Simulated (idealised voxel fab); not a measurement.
process module | voxel tone inversion
cross-section cut | 210 nm wide | cells 5 nm
A cross-section is a grid of square cells, given in bands from the top down. A band is one or more rows of cells.
Each band's line starts with the height of the band's top and of its bottom, in nm. Then come its materials from left to right, each with its width in nm. One material with "throughout" fills the band from edge to edge. "air" is empty space.
Height 0 is the level under which the wafer as received is all one material. The lowest band goes on downwards, as in "0 down".
A width such as "30 to 40" changes by the same amount from each row of cells to the next, from the band's top row to its bottom row.
"no change" after a step means that no cell of the cross-section changed.
closed voids: empty space of 8 cells or more with no open way to the top, each as width x height at its distance from the left edge, in nm
after a step's settings: what the simulator itself notes on the step
overlay nm, on a step with a mask: how far to the right of its planned place the mask lay; to the left if negative
plan
1 op RECEIVE | material Si
2 op CONFORMAL_DEP | material SiCN | thk nm 5
3 op DIRECTIONAL_DEP | material aC | thk nm 20
4 op PATTERN | tone cover | mask id POSTS | material resist | width nm 15 | pitch nm 45 | thk nm 30 | overlay nm 0
5 op DIRECTIONAL_ETCH | etch materials aC | depth nm 20
6 op STRIP | etch materials resist
7 op FILL_DEP | material SiO2 | thk nm 5
8 op CMP | height nm 25
9 op STRIP | etch materials aC
as received, after step 1
  0 down: Si throughout
  closed voids: none
a wafer at the end: this start, this plan, one mistake
  25 to 5: SiO2 75 | air 20 | SiO2 25 | air 20 | SiO2 70
  5 to 0: SiCN throughout
  0 down: Si throughout
  closed voids: none
what went wrong: step 4 ran as: op PATTERN | tone cover | mask id POSTS | material resist | width nm 20 | pitch nm 45 | thk nm 30 | overlay nm 0
